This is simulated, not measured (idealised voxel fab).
Process module, titled voxel air gaps
Cross-sectional view cut (width: 165 nm; square cell size: 5 nm).
Cross-section spec: square-cell grid; bands listed top down; each band is one or more rows.
Look at the band entry: it leads with the top's height and the bottom's height in nm. Then it lists the materials left to right, with a width in nm for each. The word "edge to edge" on a single material says that material fills the band edge to edge. The word "air" is empty space.
Below 0: as-received wafer, all one material; heights counted from there. Lowest band: no bottom, goes on down, written "0 down".
Width: "30..40" (first number = top row, second number = bottom row, same change from row to row of cells).
It should be understood that the words "stayed the same", when stated for a given step, signify that the cross-section underwent no change in any of its cells during that step.
Listed in "Closed voids list": every empty space of 8 or more cells without an open way to the top. Form: width x height at distance, the distance being from the left edge, all in nm.
What comes after the settings on a step's line is commentary from the simulator itself on that step.
overlay nm: mask right of planned place by this much (step with mask). Neg. = left.
So here's the lineup of process steps we planned
step 1: RECEIVE (material Si)
step 2: CONFORMAL_DEP (material SiO2; thk nm 15)
step 3: CONFORMAL_DEP (material SiCN; thk nm 5)
step 4: DIRECTIONAL_DEP (material SiO2; thk nm 35)
step 5: MASKED_ETCH (tone open; mask id LINES; width nm 20; pitch nm 45; etch materials SiO2; depth nm 35; overlay nm 0)
step 6: CONFORMAL_DEP (material TiN; thk nm 5)
step 7: FILL_DEP (material Cu; thk nm 5)
step 8: CMP (height nm 55)
step 9: EPI (material Ru; thk nm 10)
step 10: SELECTIVE_ETCH (etch materials SiO2; depth nm 45)
step 11: CONFORMAL_DEP (material SiCN; thk nm 5)
Wafer, first of two, run as planned
Wafer cross-section on receipt, i.e. after step 1
    0 down | Si edge to edge
    Closed voids list: none
Once step 2 is through, the wafer looks like this in cross-section
    15 to 0 | SiO2 edge to edge
    Heights below 0 show no change.
Once step 3 is through, the wafer looks like this in cross-section
    20 to 15 | SiCN edge to edge
    Heights below 15 show no change.
Once step 4 is through, the wafer looks like this in cross-section
    55 to 20 | SiO2 edge to edge
    Heights below 20 show no change.
Once step 5 is through, the wafer looks like this in cross-section
    55 to 20 | SiO2 25, air 20, SiO2 25, air 20, SiO2 25, air 20, SiO2 30
    Heights below 20 show no change.
Once step 6 is through, the wafer looks like this in cross-section
    60 to 55 | TiN 30, air 10, TiN 35, air 10, TiN 35, air 10, TiN 35
    55 to 25 | SiO2 25, TiN 5, air 10, TiN 5, SiO2 25, TiN 5, air 10, TiN 5, SiO2 25, TiN 5, air 10, TiN 5, SiO2 30
    25 to 20 | SiO2 25, TiN 20, SiO2 25, TiN 20, SiO2 25, TiN 20, SiO2 30
    Heights below 20 show no change.
Once step 7 is through, the wafer looks like this in cross-section
    65 to 60 | Cu edge to edge
    60 to 55 | TiN 30, Cu 10, TiN 35, Cu 10, TiN 35, Cu 10, TiN 35
    55 to 25 | SiO2 25, TiN 5, Cu 10, TiN 5, SiO2 25, TiN 5, Cu 10, TiN 5, SiO2 25, TiN 5, Cu 10, TiN 5, SiO2 30
    Heights below 25 show no change.
Once step 8 is through, the wafer looks like this in cross-section
    55 to 25 | SiO2 25, TiN 5, Cu 10, TiN 5, SiO2 25, TiN 5, Cu 10, TiN 5, SiO2 25, TiN 5, Cu 10, TiN 5, SiO2 30
    Heights below 25 show no change.
Once step 9 is through, the wafer looks like this in cross-section
    65 to 55 | air 15, Ru 40, air 5, Ru 40, air 5, Ru 40, air 20
    Heights below 55 show no change.
Once step 10 is through, the wafer looks like this in cross-section
    65 to 55 | air 15, Ru 40, air 5, Ru 40, air 5, Ru 40, air 20
    55 to 25 | air 25, TiN 5, Cu 10, TiN 5, air 25, TiN 5, Cu 10, TiN 5, air 25, TiN 5, Cu 10, TiN 5, air 30
    25 to 20 | air 25, TiN 20, air 25, TiN 20, air 25, TiN 20, air 30
    Heights below 20 show no change.
Once step 11 is through, the wafer looks like this in cross-section
    70 to 65 | air 10, SiCN 140, air 15
    65 to 55 | air 10, SiCN 5, Ru 40, SiCN 5, Ru 40, SiCN 5, Ru 40, SiCN 5, air 15
    55 to 50 | air 10, SiCN 15, TiN 5, Cu 10, TiN 5, SiCN 25, TiN 5, Cu 10, TiN 5, SiCN 25, TiN 5, Cu 10, TiN 5, SiCN 15, air 15
    50 to 25 | air 20, SiCN 5, TiN 5, Cu 10, TiN 5, SiCN 5, air 15, SiCN 5, TiN 5, Cu 10, TiN 5, SiCN 5, air 15, SiCN 5, TiN 5, Cu 10, TiN 5, SiCN 5, air 25
    25 to 20 | SiCN 25, TiN 20, SiCN 25, TiN 20, SiCN 25, TiN 20, SiCN 30
    Heights below 20 show no change.
    Closed voids list: 15 x 25 at 50; 15 x 25 at 95
The remaining wafer, second of the two, started like the first and was run to the same plan, except that one mistake was made along the way; the two coincide through step 1, inclusive
Cross-section of the second wafer at the time step 2 of the plan should have ended
    15 to 0 | TiN edge to edge
    Heights below 0 show no change.
Cross-section of the second wafer at the time step 3 of the plan should have ended
    20 to 15 | SiCN edge to edge
    Heights below 15 show no change.
Cross-section of the second wafer at the time step 4 of the plan should have ended
    55 to 20 | SiO2 edge to edge
    Heights below 20 show no change.
Cross-section of the second wafer at the time step 5 of the plan should have ended
    55 to 20 | SiO2 25, air 20, SiO2 25, air 20, SiO2 25, air 20, SiO2 30
    Heights below 20 show no change.
Cross-section of the second wafer at the time step 6 of the plan should have ended
    60 to 55 | TiN 30, air 10, TiN 35, air 10, TiN 35, air 10, TiN 35
    55 to 25 | SiO2 25, TiN 5, air 10, TiN 5, SiO2 25, TiN 5, air 10, TiN 5, SiO2 25, TiN 5, air 10, TiN 5, SiO2 30
    25 to 20 | SiO2 25, TiN 20, SiO2 25, TiN 20, SiO2 25, TiN 20, SiO2 30
    Heights below 20 show no change.
Cross-section of the second wafer at the time step 7 of the plan should have ended
    65 to 60 | Cu edge to edge
    60 to 55 | TiN 30, Cu 10, TiN 35, Cu 10, TiN 35, Cu 10, TiN 35
    55 to 25 | SiO2 25, TiN 5, Cu 10, TiN 5, SiO2 25, TiN 5, Cu 10, TiN 5, SiO2 25, TiN 5, Cu 10, TiN 5, SiO2 30
    Heights below 25 show no change.
Cross-section of the second wafer at the time step 8 of the plan should have ended
    55 to 25 | SiO2 25, TiN 5, Cu 10, TiN 5, SiO2 25, TiN 5, Cu 10, TiN 5, SiO2 25, TiN 5, Cu 10, TiN 5, SiO2 30
    Heights below 25 show no change.
Cross-section of the second wafer at the time step 9 of the plan should have ended
    65 to 55 | air 15, Ru 40, air 5, Ru 40, air 5, Ru 40, air 20
    Heights below 55 show no change.
Cross-section of the second wafer at the time step 10 of the plan should have ended
    65 to 55 | air 15, Ru 40, air 5, Ru 40, air 5, Ru 40, air 20
    55 to 25 | air 25, TiN 5, Cu 10, TiN 5, air 25, TiN 5, Cu 10, TiN 5, air 25, TiN 5, Cu 10, TiN 5, air 30
    25 to 20 | air 25, TiN 20, air 25, TiN 20, air 25, TiN 20, air 30
    Heights below 20 show no change.
Cross-section of the second wafer at the time step 11 of the plan should have ended
    70 to 65 | air 10, SiCN 140, air 15
    65 to 55 | air 10, SiCN 5, Ru 40, SiCN 5, Ru 40, SiCN 5, Ru 40, SiCN 5, air 15
    55 to 50 | air 10, SiCN 15, TiN 5, Cu 10, TiN 5, SiCN 25, TiN 5, Cu 10, TiN 5, SiCN 25, TiN 5, Cu 10, TiN 5, SiCN 15, air 15
    50 to 25 | air 20, SiCN 5, TiN 5, Cu 10, TiN 5, SiCN 5, air 15, SiCN 5, TiN 5, Cu 10, TiN 5, SiCN 5, air 15, SiCN 5, TiN 5, Cu 10, TiN 5, SiCN 5, air 25
    25 to 20 | SiCN 25, TiN 20, SiCN 25, TiN 20, SiCN 25, TiN 20, SiCN 30
    Heights below 20 show no change.
    Closed voids list: 15 x 25 at 50; 15 x 25 at 95
Here's what went sideways: note that step 2 departed from the planned setting and was carried out as CONFORMAL_DEP (material TiN; thk nm 15)
Upon completion, the second wafer contains, in terms of cells, a greater or smaller amount of certain materials than the first wafer: SiO2: 99 fewer, TiN: 99 more
